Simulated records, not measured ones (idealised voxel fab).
process module | voxel self aligned vias
cross-section cut | 265 nm wide | cells 5 nm
A cross-section is a grid of square cells, given in bands from the top down. A band is one or more rows of cells.
Each band's line starts with the height of the band's top and of its bottom, in nm. Then come its materials from left to right, each with its width in nm. One material with "throughout" fills the band from edge to edge. "air" is empty space.
Height 0 is the level under which the wafer as received is all one material. The lowest band goes on downwards, as in "0 down".
A width such as "30 to 40" changes by the same amount from each row of cells to the next, from the band's top row to its bottom row.
"no change" after a step means that no cell of the cross-section changed.
closed voids: empty space of 8 cells or more with no open way to the top, each as width x height at its distance from the left edge, in nm
after a step's settings: what the simulator itself notes on the step
overlay nm, on a step with a mask: how far to the right of its planned place the mask lay; to the left if negative
plan
1 op RECEIVE | material Si
2 op CONFORMAL_DEP | material SiO2 | thk nm 15
3 op CONFORMAL_DEP | material SiCN | thk nm 5
4 op DIRECTIONAL_DEP | material lowk | thk nm 30
5 op MASKED_ETCH | tone open | mask id LINES | width nm 25 | pitch nm 75 | etch materials lowk | depth nm 30 | overlay nm 0
6 op CONFORMAL_DEP | material TiN | thk nm 5
7 op FILL_DEP | material Ru | thk nm 10
8 op CMP | height nm 50
9 op SELECTIVE_ETCH | etch materials W Ru TiN | depth nm 5
10 op FILL_DEP | material SiN | thk nm 10
11 op CMP | height nm 50
12 op DIRECTIONAL_DEP | material lowk | thk nm 20
13 op PATTERN | tone open | mask id VIAS | material resist | width nm 45 | thk nm 20 | overlay nm 0
14 op DIRECTIONAL_ETCH | etch materials lowk | depth nm 20
15 op DIRECTIONAL_ETCH | etch materials SiN | depth nm 5
16 op STRIP | etch materials resist
17 op CONFORMAL_DEP | material TiN | thk nm 5
18 op FILL_DEP | material W | thk nm 10
19 op CMP | height nm 70
20 op CONFORMAL_DEP | material SiN | thk nm 5
as received, after step 1
  0 down: Si throughout
  closed voids: none
first wafer at the end, as planned
  75 to 70: SiN throughout
  70 to 55: lowk 70 | TiN 5 | W 35 | TiN 5 | lowk 150
  55 to 50: lowk 70 | TiN 15 | W 15 | TiN 15 | lowk 150
  50 to 45: lowk 80 | TiN 25 | lowk 50 | SiN 25 | lowk 85
  45 to 25: lowk 80 | TiN 5 | Ru 15 | TiN 5 | lowk 50 | TiN 5 | Ru 15 | TiN 5 | lowk 85
  25 to 20: lowk 80 | TiN 25 | lowk 50 | TiN 25 | lowk 85
  20 to 15: SiCN throughout
  15 to 0: SiO2 throughout
  0 down: Si throughout
  closed voids: none
second wafer at the end: like start, like plan, one mistake
  75 to 70: SiN throughout
  70 to 55: lowk 70 | TiN 5 | W 35 | TiN 5 | lowk 150
  55 to 50: lowk 70 | TiN 45 | lowk 150
  50 to 45: SiN 70 | TiN 10 | lowk 25 | TiN 10 | SiN 40 | lowk 25 | SiN 85
  45 to 25: Ru 75 | TiN 5 | lowk 25 | TiN 5 | Ru 40 | TiN 5 | lowk 25 | TiN 5 | Ru 80
  25 to 20: TiN 80 | lowk 25 | TiN 50 | lowk 25 | TiN 85
  20 to 15: SiCN throughout
  15 to 0: SiO2 throughout
  0 down: Si throughout
  closed voids: none
what went wrong: step 5 ran as: op MASKED_ETCH | tone cover | mask id LINES | width nm 25 | pitch nm 75 | etch materials lowk | depth nm 30 | overlay nm 0
at the end the second wafer has, in cells: 132 more of Ru | 34 more of SiN | 35 more of TiN | 3 fewer of W | 198 fewer of lowk
